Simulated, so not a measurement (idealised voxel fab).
Process module name: voxel trench capacitor
The cross-section shown here is cut; it is 140 nm wide and divided into square cells measuring 5 nm on a side.
We lay out every cross-section as a grid of square cells and spell it out in bands from the top down, where one band means one or more rows of cells. Band: top height; bottom height; in nm. Then, left to right: material with width in nm, for each material. "all across": a single material spanning edge to edge. "blank": empty space. Heights are expressed relative to 0, this being the level below which the as-received wafer comprises one material exclusively. The lowest band is unbounded in the downward direction and is denoted as in "0 and below". With a width like "30 to 40", each row of cells in the band differs from the next by the same amount, the top row carrying the first number and the bottom row the second. No cell of the cross-section changed in a step that is given as "all unchanged". Closed empty spaces (no open way to the top) of 8 cells or more are what "Trapped cavities" lists, each as width x height at distance from the left edge, nm for all three. Past the settings on a step's line: simulator remark, on that step. Among the settings permitted on a step's line is "overlay nm"; applied to a step with a mask, it specifies the extent to which the mask lay to the right of its planned position, whereas a negative figure signifies a position to the left.

# Listed below are the process steps as planned
- 1: RECEIVE (material Si)
- 2: CONFORMAL_DEP (material SiN; thk nm 10)
- 3: PATTERN (tone open; mask id TRENCH; material resist; width nm 30; pitch nm 55; thk nm 20; overlay nm 0)
- 4: DIRECTIONAL_ETCH (etch materials SiN; depth nm 10)
- 5: DIRECTIONAL_ETCH (etch materials Si; depth nm 35)
- 6: STRIP (etch materials resist)
- 7: CONFORMAL_DEP (material HfO2; thk nm 5)
- 8: CONFORMAL_DEP (material TiN; thk nm 5)
- 9: FILL_DEP (material W; thk nm 10)
- 10: CMP (height nm 10)

# Cross-section of the incoming wafer, state after step 1
> 0 and below  Si all across
> Trapped cavities: none

# Cross-section, first of two wafers, end of module, run as planned
> 10 down to 0  SiN 25 / HfO2 5 / TiN 5 / W 10 / TiN 5 / HfO2 5 / SiN 25 / HfO2 5 / TiN 5 / W 10 / TiN 5 / HfO2 5 / SiN 30
> 0 down to -25  Si 25 / HfO2 5 / TiN 5 / W 10 / TiN 5 / HfO2 5 / Si 25 / HfO2 5 / TiN 5 / W 10 / TiN 5 / HfO2 5 / Si 30
> -25 down to -30  Si 25 / HfO2 5 / TiN 20 / HfO2 5 / Si 25 / HfO2 5 / TiN 20 / HfO2 5 / Si 30
> -30 down to -35  Si 25 / HfO2 30 / Si 25 / HfO2 30 / Si 30
> -35 and below  Si all across
> Trapped cavities: none

# The second wafer, shown in cross-section after the module: started the same way as the first and given the same plan, yet one mistake crept into how it was run
> 10 down to 0  SiN 25 / HfO2 5 / TiN 5 / W 10 / TiN 5 / HfO2 5 / SiN 25 / HfO2 5 / TiN 5 / W 10 / TiN 5 / HfO2 5 / SiN 30
> 0 down to -60  Si 25 / HfO2 5 / TiN 5 / W 10 / TiN 5 / HfO2 5 / Si 25 / HfO2 5 / TiN 5 / W 10 / TiN 5 / HfO2 5 / Si 30
> -60 down to -65  Si 25 / HfO2 5 / TiN 20 / HfO2 5 / Si 25 / HfO2 5 / TiN 20 / HfO2 5 / Si 30
> -65 down to -70  Si 25 / HfO2 30 / Si 25 / HfO2 30 / Si 30
> -70 and below  Si all across
> Trapped cavities: none
Misprocessing identified: step 5 of the plan saw execution twice
The final cell counts differ between the wafers, with the second having more or fewer of some materials than the first: HfO2 +28 | Si -84 | TiN +28 | W +28
